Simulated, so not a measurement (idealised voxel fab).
The name of this process module is voxel local oxidation.
Cross-section cut: width 145 nm, square cells of 5 nm.
We lay out every cross-section as a grid of square cells and spell it out in bands from the top down, where one band means one or more rows of cells. Band entry format. Leading values: height of top, height of bottom, nm. Remainder: materials in left-to-right order, each with its width in nm. Special words: "everywhere" on a single material, which then fills the band edge to edge; "blank", empty space. Below 0: as-received wafer, all one material; heights counted from there. Lowest band: no bottom, goes on down, written "from 0 down". The two numbers in a width such as "30 to 40" mark its ends across the band: the first belongs to the top row of cells, the second to the bottom row, and from each row to the next the width moves by the same amount. You'll sometimes find "no change" written for a step, and that's the way of saying that nowhere in the cross-section did a cell change during that step. "Unvented voids" means: voids of 8 cells or more that are shut off from the top with no open way through. Written width x height at distance, distance from the left edge, in nm. Note: text after step settings on the step line = simulator remark on that step. A step's line can hold "overlay nm"; with a mask on that step, the setting says how far right of the planned place the mask lay, while a negative setting says it lay to the left.

INTENDED PROCESS STEPS
1) RECEIVE (material Si)
2) CONFORMAL_DEP (material SiO2; thk nm 5)
3) CONFORMAL_DEP (material SiN; thk nm 10)
4) PATTERN (tone cover; mask id ACTIVE; material resist; width nm 100; thk nm 20; overlay nm 0)
5) DIRECTIONAL_ETCH (etch materials SiN; depth nm 10)
6) STRIP (etch materials resist)
7) SELECTIVE_ETCH (etch materials SiO2; depth nm 5)
8) OXIDIZE (depth nm 15)
9) STRIP (etch materials SiN)

AS RECEIVED (POST STEP 1): CROSS-SECTION
> from 0 down  Si everywhere
> Unvented voids: none

CROSS-SECTION: FIRST OF TWO WAFERS, MODULE FINISHED, RUN ACCORDING TO PLAN
> from 5 to 0  25 blank / 90 SiO2 / 30 blank
> from 0 to -15  40 SiO2 / 60 Si / 45 SiO2
> from -15 down  Si everywhere
> Unvented voids: none

SECOND WAFER OF THE TWO, SECTIONED AT THE END OF THE MODULE. IT BEGAN LIKE THE FIRST AND FOLLOWED THE SAME PLAN, BUT ONE MISTAKE WAS MADE WHILE RUNNING IT
> from 15 to 5  20 blank / 100 SiN / 25 blank
> from 5 to 0  25 blank / 90 SiO2 / 30 blank
> from 0 to -15  40 SiO2 / 60 Si / 45 SiO2
> from -15 down  Si everywhere
> Unvented voids: none
Plan not followed: plan step 9: skipped, not run
The closing comparison, in cells, has the second wafer with more or fewer of some materials than the first: SiN +40
